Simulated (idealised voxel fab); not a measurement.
Proc. module: voxel self aligned contacts
230 nm wide, 5 nm square cells: that's cross-section cut.
Each cross-section below is a grid of square cells, stated as bands in top-down order, with one or more rows of cells making up each band.
A band entry consists of two parts. The first gives the height of the band's top and the height of its bottom, in nm. The rest lists the band's materials from left to right, each with its width in nm. A single material labelled with the word "all across" fills the band from edge to edge, and the word "empty" marks empty space.
Height 0 is the level under which the wafer as received is all one material. The lowest band goes on downwards, as in "z 0 and below".
Note: "30 to 40" means the width goes from the first number (top row of the band) to the second number (bottom row) in equal steps per row of cells.
Basically "no alteration" means that step didn't change any cell in the cross-section.
"Enclosed void listing" contains a list of empty spaces, each no smaller than 8 cells and without an open way to the top, written in the form width x height at distance with the distance from the left edge and all three in nm.
Heads up: the bit after the settings on a step's line is the simulator's remark on that step.
Regarding "overlay nm": on a step with a mask, it is the distance the mask lay to the right of its planned place; a negative value places it to the left.
-- Steps in the process plan
1. RECEIVE: material Si
2. OXIDIZE: depth nm 5
3. DIRECTIONAL_DEP: material polySi, thk nm 30
4. DIRECTIONAL_DEP: material SiN, thk nm 25
5. PATTERN: tone cover, mask id GATE, material resist, width nm 30, pitch nm 65, thk nm 20, overlay nm 0
6. DIRECTIONAL_ETCH: etch materials SiN, depth nm 25
7. DIRECTIONAL_ETCH: etch materials polySi, depth nm 30
8. STRIP: etch materials resist
9. CONFORMAL_DEP: material SiN, thk nm 10
10. DIRECTIONAL_ETCH: etch materials SiN, depth nm 10
11. FILL_DEP: material SiO2, thk nm 20
12. CMP: height nm 65
13. DIRECTIONAL_DEP: material aC, thk nm 15
14. PATTERN: tone open, mask id CONTACT, material resist, width nm 45, pitch nm 65, thk nm 35, overlay nm 0
15. DIRECTIONAL_ETCH: etch materials aC, depth nm 15
16. STRIP: etch materials resist
17. DIRECTIONAL_ETCH: etch materials SiO2, depth nm 70
18. STRIP: etch materials aC
19. CONFORMAL_DEP: material TiN, thk nm 5
20. FILL_DEP: material W, thk nm 10
21. CMP: height nm 65
22. CONFORMAL_DEP: material SiCN, thk nm 5
-- First wafer of two (run as planned)
-- This is the cross-section of the wafer as we received it, i.e. after step 1
  z 0 and below  Si all across
  Enclosed void listing: none
-- Sectional view: wafer, after step 2
  z 0 to -5  SiO2 all across
  All layers under -5 are left as they were.
-- Sectional view: wafer, after step 3
  z 30 to 0  polySi all across
  All layers under 0 are left as they were.
-- Sectional view: wafer, after step 4
  z 55 to 30  SiN all across
  All layers under 30 are left as they were.
-- Sectional view: wafer, after step 5
  z 75 to 55  empty=35  resist=30  empty=35  resist=30  empty=35  resist=30  empty=35
  All layers under 55 are left as they were.
-- Sectional view: wafer, after step 6
  z 75 to 55  empty=35  resist=30  empty=35  resist=30  empty=35  resist=30  empty=35
  z 55 to 30  empty=35  SiN=30  empty=35  SiN=30  empty=35  SiN=30  empty=35
  All layers under 30 are left as they were.
-- Sectional view: wafer, after step 7
  z 75 to 55  empty=35  resist=30  empty=35  resist=30  empty=35  resist=30  empty=35
  z 55 to 30  empty=35  SiN=30  empty=35  SiN=30  empty=35  SiN=30  empty=35
  z 30 to 0  empty=35  polySi=30  empty=35  polySi=30  empty=35  polySi=30  empty=35
  All layers under 0 are left as they were.
-- Sectional view: wafer, after step 8
  z 55 to 30  empty=35  SiN=30  empty=35  SiN=30  empty=35  SiN=30  empty=35
  All layers under 30 are left as they were.
-- Sectional view: wafer, after step 9
  z 65 to 30  empty=25  SiN=50  empty=15  SiN=50  empty=15  SiN=50  empty=25
  z 30 to 10  empty=25  SiN=10  polySi=30  SiN=10  empty=15  SiN=10  polySi=30  SiN=10  empty=15  SiN=10  polySi=30  SiN=10  empty=25
  z 10 to 0  SiN=35  polySi=30  SiN=35  polySi=30  SiN=35  polySi=30  SiN=35
  All layers under 0 are left as they were.
-- Sectional view: wafer, after step 10
  z 55 to 30  empty=25  SiN=50  empty=15  SiN=50  empty=15  SiN=50  empty=25
  z 30 to 0  empty=25  SiN=10  polySi=30  SiN=10  empty=15  SiN=10  polySi=30  SiN=10  empty=15  SiN=10  polySi=30  SiN=10  empty=25
  All layers under 0 are left as they were.
-- Sectional view: wafer, after step 11
  z 75 to 55  SiO2 all across
  z 55 to 30  SiO2=25  SiN=50  SiO2=15  SiN=50  SiO2=15  SiN=50  SiO2=25
  z 30 to 0  SiO2=25  SiN=10  polySi=30  SiN=10  SiO2=15  SiN=10  polySi=30  SiN=10  SiO2=15  SiN=10  polySi=30  SiN=10  SiO2=25
  All layers under 0 are left as they were.
-- Sectional view: wafer, after step 12
  z 65 to 55  SiO2 all across
  All layers under 55 are left as they were.
-- Sectional view: wafer, after step 13
  z 80 to 65  aC all across
  All layers under 65 are left as they were.
-- Sectional view: wafer, after step 14
  z 115 to 80  resist=60  empty=45  resist=20  empty=45  resist=60
  All layers under 80 are left as they were.
-- Sectional view: wafer, after step 15
  z 100 to 80  resist=60  empty=45  resist=20  empty=45  resist=60
  z 80 to 65  aC=60  empty=45  aC=20  empty=45  aC=60
  All layers under 65 are left as they were.
-- Sectional view: wafer, after step 16
  z 80 to 65  aC=60  empty=45  aC=20  empty=45  aC=60
  All layers under 65 are left as they were.
-- Sectional view: wafer, after step 17
  z 80 to 65  aC=60  empty=45  aC=20  empty=45  aC=60
  z 65 to 55  SiO2=60  empty=45  SiO2=20  empty=45  SiO2=60
  z 55 to 30  SiO2=25  SiN=50  empty=15  SiN=50  empty=15  SiN=50  SiO2=25
  z 30 to 0  SiO2=25  SiN=10  polySi=30  SiN=10  empty=15  SiN=10  polySi=30  SiN=10  empty=15  SiN=10  polySi=30  SiN=10  SiO2=25
  z 0 to -5  SiO2=75  empty=15  SiO2=50  empty=15  SiO2=75
  All layers under -5 are left as they were.
-- Sectional view: wafer, after step 18
  z 65 to 55  SiO2=60  empty=45  SiO2=20  empty=45  SiO2=60
  All layers under 55 are left as they were.
-- Sectional view: wafer, after step 19
  z 70 to 65  TiN=65  empty=35  TiN=30  empty=35  TiN=65
  z 65 to 55  SiO2=60  TiN=5 to 20  empty=35 to 5  TiN=5 to 20  SiO2=20  TiN=5 to 20  empty=35 to 5  TiN=5 to 20  SiO2=60
  z 55 to 30  SiO2=25  SiN=50  TiN=5  empty=5  TiN=5  SiN=50  TiN=5  empty=5  TiN=5  SiN=50  SiO2=25
  z 30 to 0  SiO2=25  SiN=10  polySi=30  SiN=10  TiN=5  empty=5  TiN=5  SiN=10  polySi=30  SiN=10  TiN=5  empty=5  TiN=5  SiN=10  polySi=30  SiN=10  SiO2=25
  z 0 to -5  SiO2=75  TiN=15  SiO2=50  TiN=15  SiO2=75
  All layers under -5 are left as they were.
-- Sectional view: wafer, after step 20
  z 80 to 70  W all across
  z 70 to 65  TiN=65  W=35  TiN=30  W=35  TiN=65
  z 65 to 55  SiO2=60  TiN=5 to 20  W=35 to 5  TiN=5 to 20  SiO2=20  TiN=5 to 20  W=35 to 5  TiN=5 to 20  SiO2=60
  z 55 to 30  SiO2=25  SiN=50  TiN=5  W=5  TiN=5  SiN=50  TiN=5  W=5  TiN=5  SiN=50  SiO2=25
  z 30 to 0  SiO2=25  SiN=10  polySi=30  SiN=10  TiN=5  W=5  TiN=5  SiN=10  polySi=30  SiN=10  TiN=5  W=5  TiN=5  SiN=10  polySi=30  SiN=10  SiO2=25
  All layers under 0 are left as they were.
-- Sectional view: wafer, after step 21
  z 65 to 55  SiO2=60  TiN=5 to 20  W=35 to 5  TiN=5 to 20  SiO2=20  TiN=5 to 20  W=35 to 5  TiN=5 to 20  SiO2=60
  All layers under 55 are left as they were.
-- Sectional view: wafer, after step 22
  z 70 to 65  SiCN all across
  All layers under 65 are left as they were.
-- Second wafer: same start and same plan as the first, one execution error; identical to the first through step 4
-- Cross-section of the second wafer at the time by which step 5 should have been completed according to the plan
  z 75 to 55  empty=30  resist=30  empty=35  resist=30  empty=35  resist=30  empty=40
  All layers under 55 are left as they were.
-- Cross-section of the second wafer at the time by which step 6 should have been completed according to the plan
  z 75 to 55  empty=30  resist=30  empty=35  resist=30  empty=35  resist=30  empty=40
  z 55 to 30  empty=30  SiN=30  empty=35  SiN=30  empty=35  SiN=30  empty=40
  All layers under 30 are left as they were.
-- Cross-section of the second wafer at the time by which step 7 should have been completed according to the plan
  z 75 to 55  empty=30  resist=30  empty=35  resist=30  empty=35  resist=30  empty=40
  z 55 to 30  empty=30  SiN=30  empty=35  SiN=30  empty=35  SiN=30  empty=40
  z 30 to 0  empty=30  polySi=30  empty=35  polySi=30  empty=35  polySi=30  empty=40
  All layers under 0 are left as they were.
-- Cross-section of the second wafer at the time by which step 8 should have been completed according to the plan
  z 55 to 30  empty=30  SiN=30  empty=35  SiN=30  empty=35  SiN=30  empty=40
  All layers under 30 are left as they were.
-- Cross-section of the second wafer at the time by which step 9 should have been completed according to the plan
  z 65 to 30  empty=20  SiN=50  empty=15  SiN=50  empty=15  SiN=50  empty=30
  z 30 to 10  empty=20  SiN=10  polySi=30  SiN=10  empty=15  SiN=10  polySi=30  SiN=10  empty=15  SiN=10  polySi=30  SiN=10  empty=30
  z 10 to 0  SiN=30  polySi=30  SiN=35  polySi=30  SiN=35  polySi=30  SiN=40
  All layers under 0 are left as they were.
-- Cross-section of the second wafer at the time by which step 10 should have been completed according to the plan
  z 55 to 30  empty=20  SiN=50  empty=15  SiN=50  empty=15  SiN=50  empty=30
  z 30 to 0  empty=20  SiN=10  polySi=30  SiN=10  empty=15  SiN=10  polySi=30  SiN=10  empty=15  SiN=10  polySi=30  SiN=10  empty=30
  All layers under 0 are left as they were.
-- Cross-section of the second wafer at the time by which step 11 should have been completed according to the plan
  z 75 to 55  SiO2 all across
  z 55 to 30  SiO2=20  SiN=50  SiO2=15  SiN=50  SiO2=15  SiN=50  SiO2=30
  z 30 to 0  SiO2=20  SiN=10  polySi=30  SiN=10  SiO2=15  SiN=10  polySi=30  SiN=10  SiO2=15  SiN=10  polySi=30  SiN=10  SiO2=30
  All layers under 0 are left as they were.
-- Cross-section of the second wafer at the time by which step 12 should have been completed according to the plan
  z 65 to 55  SiO2 all across
  All layers under 55 are left as they were.
-- Cross-section of the second wafer at the time by which step 13 should have been completed according to the plan
  z 80 to 65  aC all across
  All layers under 65 are left as they were.
-- Cross-section of the second wafer at the time by which step 14 should have been completed according to the plan
  z 115 to 80  resist=60  empty=45  resist=20  empty=45  resist=60
  All layers under 80 are left as they were.
-- Cross-section of the second wafer at the time by which step 15 should have been completed according to the plan
  z 100 to 80  resist=60  empty=45  resist=20  empty=45  resist=60
  z 80 to 65  aC=60  empty=45  aC=20  empty=45  aC=60
  All layers under 65 are left as they were.
-- Cross-section of the second wafer at the time by which step 16 should have been completed according to the plan
  z 80 to 65  aC=60  empty=45  aC=20  empty=45  aC=60
  All layers under 65 are left as they were.
-- Cross-section of the second wafer at the time by which step 17 should have been completed according to the plan
  z 80 to 65  aC=60  empty=45  aC=20  empty=45  aC=60
  z 65 to 55  SiO2=60  empty=45  SiO2=20  empty=45  SiO2=60
  z 55 to 30  SiO2=20  SiN=50  empty=15  SiN=50  empty=15  SiN=50  SiO2=30
  z 30 to 0  SiO2=20  SiN=10  polySi=30  SiN=10  empty=15  SiN=10  polySi=30  SiN=10  empty=15  SiN=10  polySi=30  SiN=10  SiO2=30
  z 0 to -5  SiO2=70  empty=15  SiO2=50  empty=15  SiO2=80
  All layers under -5 are left as they were.
-- Cross-section of the second wafer at the time by which step 18 should have been completed according to the plan
  z 65 to 55  SiO2=60  empty=45  SiO2=20  empty=45  SiO2=60
  All layers under 55 are left as they were.
-- Cross-section of the second wafer at the time by which step 19 should have been completed according to the plan
  z 70 to 65  TiN=65  empty=35  TiN=30  empty=35  TiN=65
  z 65 to 55  SiO2=60  TiN=5 to 15  empty=35 to 5  TiN=5 to 25  SiO2=20  TiN=5 to 15  empty=35 to 5  TiN=5 to 25  SiO2=60
  z 55 to 30  SiO2=20  SiN=50  TiN=5  empty=5  TiN=5  SiN=50  TiN=5  empty=5  TiN=5  SiN=50  SiO2=30
  z 30 to 0  SiO2=20  SiN=10  polySi=30  SiN=10  TiN=5  empty=5  TiN=5  SiN=10  polySi=30  SiN=10  TiN=5  empty=5  TiN=5  SiN=10  polySi=30  SiN=10  SiO2=30
  z 0 to -5  SiO2=70  TiN=15  SiO2=50  TiN=15  SiO2=80
  All layers under -5 are left as they were.
-- Cross-section of the second wafer at the time by which step 20 should have been completed according to the plan
  z 80 to 70  W all across
  z 70 to 65  TiN=65  W=35  TiN=30  W=35  TiN=65
  z 65 to 55  SiO2=60  TiN=5 to 15  W=35 to 5  TiN=5 to 25  SiO2=20  TiN=5 to 15  W=35 to 5  TiN=5 to 25  SiO2=60
  z 55 to 30  SiO2=20  SiN=50  TiN=5  W=5  TiN=5  SiN=50  TiN=5  W=5  TiN=5  SiN=50  SiO2=30
  z 30 to 0  SiO2=20  SiN=10  polySi=30  SiN=10  TiN=5  W=5  TiN=5  SiN=10  polySi=30  SiN=10  TiN=5  W=5  TiN=5  SiN=10  polySi=30  SiN=10  SiO2=30
  All layers under 0 are left as they were.
-- Cross-section of the second wafer at the time by which step 21 should have been completed according to the plan
  z 65 to 55  SiO2=60  TiN=5 to 15  W=35 to 5  TiN=5 to 25  SiO2=20  TiN=5 to 15  W=35 to 5  TiN=5 to 25  SiO2=60
  All layers under 55 are left as they were.
-- Cross-section of the second wafer at the time by which step 22 should have been completed according to the plan
  z 70 to 65  SiCN all across
  All layers under 65 are left as they were.
The plan and the run diverged here: step 5 went in with a setting other than planned; the actual run was PATTERN: tone cover, mask id GATE, material resist, width nm 30, pitch nm 65, thk nm 20, overlay nm -5
Final state: per-material cell counts identical on both wafers; locations differ.
